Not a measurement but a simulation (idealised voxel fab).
process module | voxel gate over fins
cross-section cut | 270 nm wide | cells 5 nm
A cross-section is a grid of square cells, given in bands from the top down. A band is one or more rows of cells.
Each band's line starts with the height of the band's top and of its bottom, in nm. Then come its materials from left to right, each with its width in nm. One material with "throughout" fills the band from edge to edge. "air" is empty space.
Height 0 is the level under which the wafer as received is all one material. The lowest band goes on downwards, as in "0 down".
A width such as "30 to 40" changes by the same amount from each row of cells to the next, from the band's top row to its bottom row.
"no change" after a step means that no cell of the cross-section changed.
closed voids: empty space of 8 cells or more with no open way to the top, each as width x height at its distance from the left edge, in nm
after a step's settings: what the simulator itself notes on the step
overlay nm, on a step with a mask: how far to the right of its planned place the mask lay; to the left if negative
plan
1 op RECEIVE | material Si
2 op CONFORMAL_DEP | material SiN | thk nm 5
3 op DIRECTIONAL_DEP | material aC | thk nm 10
4 op PATTERN | tone cover | mask id FINS | material resist | width nm 15 | pitch nm 50 | thk nm 30 | overlay nm 0
5 op DIRECTIONAL_ETCH | etch materials aC | depth nm 10
6 op STRIP | etch materials resist
7 op DIRECTIONAL_ETCH | etch materials SiN | depth nm 5
8 op DIRECTIONAL_ETCH | etch materials Si | depth nm 40
9 op STRIP | etch materials aC
10 op FILL_DEP | material SiO2 | thk nm 5
11 op CMP | height nm 5
12 op PATTERN | tone open | mask id RAIL | material resist | width nm 15 | thk nm 20 | overlay nm 0
13 op DIRECTIONAL_ETCH | etch materials SiO2 | depth nm 40
14 op STRIP | etch materials resist
15 op CONFORMAL_DEP | material TiN | thk nm 5
16 op FILL_DEP | material W | thk nm 5
17 op CMP | height nm 5
18 op SELECTIVE_ETCH | etch materials W Ru TiN | depth nm 20
19 op FILL_DEP | material SiO2 | thk nm 5
20 op CMP | height nm 5
21 op SELECTIVE_ETCH | etch materials SiO2 | depth nm 15
22 op STRIP | etch materials SiN
23 op CONFORMAL_DEP | material HfO2 | thk nm 5
24 op CONFORMAL_DEP | material TiN | thk nm 5
25 op FILL_DEP | material W | thk nm 10
26 op CMP | height nm 15
27 op CONFORMAL_DEP | material SiCN | thk nm 5
as received, after step 1
  0 down: Si throughout
  closed voids: none
first wafer at the end, as planned
  20 to 15: SiCN throughout
  15 to 10: W throughout
  10 to 5: W 90 | TiN 35 | W 15 | TiN 35 | W 95
  5 to 0: W 90 | TiN 5 | HfO2 25 | TiN 5 | W 15 | TiN 5 | HfO2 25 | TiN 5 | W 95
  0 to -5: TiN 95 | HfO2 5 | Si 15 | HfO2 5 | TiN 25 | HfO2 5 | Si 15 | HfO2 5 | TiN 100
  -5 to -10: HfO2 100 | Si 15 | HfO2 35 | Si 15 | HfO2 105
  -10 to -15: SiO2 100 | Si 15 | SiO2 35 | Si 15 | SiO2 105
  -15 to -30: SiO2 100 | Si 15 | SiO2 10 | TiN 5 | W 5 | TiN 5 | SiO2 10 | Si 15 | SiO2 105
  -30 to -35: SiO2 100 | Si 15 | SiO2 10 | TiN 15 | SiO2 10 | Si 15 | SiO2 105
  -35 to -40: SiO2 100 | Si 15 | SiO2 35 | Si 15 | SiO2 105
  -40 down: Si throughout
  closed voids: none
second wafer at the end: like start, like plan, one mistake
  20 to 15: SiCN throughout
  15 to 10: W throughout
  10 to 5: W 90 | TiN 35 | W 15 | TiN 35 | W 95
  5 to 0: W 90 | TiN 5 | HfO2 25 | TiN 5 | W 15 | TiN 5 | HfO2 25 | TiN 5 | W 95
  0 to -5: W 90 | TiN 5 | HfO2 5 | Si 15 | HfO2 5 | TiN 5 | W 15 | TiN 5 | HfO2 5 | Si 15 | HfO2 5 | TiN 5 | W 95
  -5 to -10: W 90 | TiN 5 | HfO2 5 | Si 15 | HfO2 5 | TiN 25 | HfO2 5 | Si 15 | HfO2 5 | TiN 5 | W 95
  -10 to -15: W 90 | TiN 5 | HfO2 5 | Si 15 | HfO2 35 | Si 15 | HfO2 5 | TiN 5 | W 95
  -15 to -20: TiN 95 | HfO2 5 | Si 15 | HfO2 10 | TiN 5 | W 5 | TiN 5 | HfO2 10 | Si 15 | HfO2 5 | TiN 100
  -20 to -25: HfO2 100 | Si 15 | HfO2 10 | TiN 5 | W 5 | TiN 5 | HfO2 10 | Si 15 | HfO2 105
  -25 to -30: SiO2 100 | Si 15 | SiO2 10 | TiN 5 | W 5 | TiN 5 | SiO2 10 | Si 15 | SiO2 105
  -30 to -35: SiO2 100 | Si 15 | SiO2 10 | TiN 15 | SiO2 10 | Si 15 | SiO2 105
  -35 to -40: SiO2 100 | Si 15 | SiO2 35 | Si 15 | SiO2 105
  -40 down: Si throughout
  closed voids: none
what went wrong: step 21 was run twice
at the end the second wafer has, in cells: 16 more of HfO2 | 138 fewer of SiO2 | 8 more of TiN | 114 more of W
